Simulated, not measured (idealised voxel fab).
Documented hereafter: the process module known as voxel ribs on slabs.
In the cross-section labelled cut, the width is 235 nm and each square cell is 5 nm.
Cross-section = grid of square cells, listed top down in bands; band = one or more rows. Top, bottom (nm), then materials left to right with widths (nm); lone material tagged "throughout" fills the whole band edge to edge; "empty" = empty space. Note: height 0 marks the level under which the wafer is uniformly one material as received. Lowest band unbounded below, written "0 and below". A width given as "30..40" starts at the first number in the band's top row and ends at the second number in its bottom row, shifting by an equal amount at every step from row to row. "stayed the same" for a step: no cell of the cross-section changed in that step. Entry "Closed empty spaces" = empty spaces >= 8 cells with no open way to the top; each as width x height at distance, distance from left edge, all nm. If you see something after the settings on a step's line, that's the simulator's own remark about that step. You can add "overlay nm" to a step's line. For a step with a mask, it describes how far the mask lay to the right of its planned position, and a negative number describes a lay to the left.

-- Steps in the process plan
| 1 | RECEIVE with material Si |
| 2 | DIRECTIONAL_DEP with material SiO2, thk nm 30 |
| 3 | DIRECTIONAL_DEP with material polySi, thk nm 15 |
| 4 | MASKED_ETCH with tone cover, mask id RIB, width nm 30, etch materials polySi, depth nm 10, overlay nm -15 |
| 5 | PATTERN with tone cover, mask id SLAB, material resist, width nm 90, thk nm 15, overlay nm 0 |
| 6 | DIRECTIONAL_ETCH with etch materials polySi, depth nm 5 |
| 7 | STRIP with etch materials resist |
| 8 | FILL_DEP with material SiO2, thk nm 15 |
| 9 | CMP with height nm 55 |
| 10 | DIRECTIONAL_DEP with material TiN, thk nm 5 |
| 11 | DIRECTIONAL_DEP with material aC, thk nm 10 |
| 12 | PATTERN with tone cover, mask id HEATER, material resist, width nm 40, thk nm 25, overlay nm 0 |
| 13 | DIRECTIONAL_ETCH with etch materials aC, depth nm 10 |
| 14 | STRIP with etch materials resist |
| 15 | DIRECTIONAL_ETCH with etch materials TiN, depth nm 5 |
| 16 | STRIP with etch materials aC |
| 17 | CONFORMAL_DEP with material SiN, thk nm 10 |
Heads up: all these wafers start the same, and what changes between them is the overlay nm in step 4. The value you see in the plan is just what the first wafer got.

-- Cross-section: the first of several wafers in its as-received state, i.e. following step 1
* 0 and below: Si throughout
* Closed empty spaces: none

-- The following table contains a row per wafer, in which are reported, at the conclusion of the module, the cells of each material gained (+) or lost (-) since the wafer's receipt, with its closed voids given thereafter
overlay nm -15; +98 SiN; +487 SiO2; +8 TiN; +30 polySi; Closed empty spaces: none
overlay nm -10; +98 SiN; +487 SiO2; +8 TiN; +30 polySi; Closed empty spaces: none
overlay nm -5; +98 SiN; +487 SiO2; +8 TiN; +30 polySi; Closed empty spaces: none
overlay nm 0; +98 SiN; +487 SiO2; +8 TiN; +30 polySi; Closed empty spaces: none
overlay nm 5; +98 SiN; +487 SiO2; +8 TiN; +30 polySi; Closed empty spaces: none
overlay nm 10; +98 SiN; +487 SiO2; +8 TiN; +30 polySi; Closed empty spaces: none
overlay nm 15; +98 SiN; +487 SiO2; +8 TiN; +30 polySi; Closed empty spaces: none
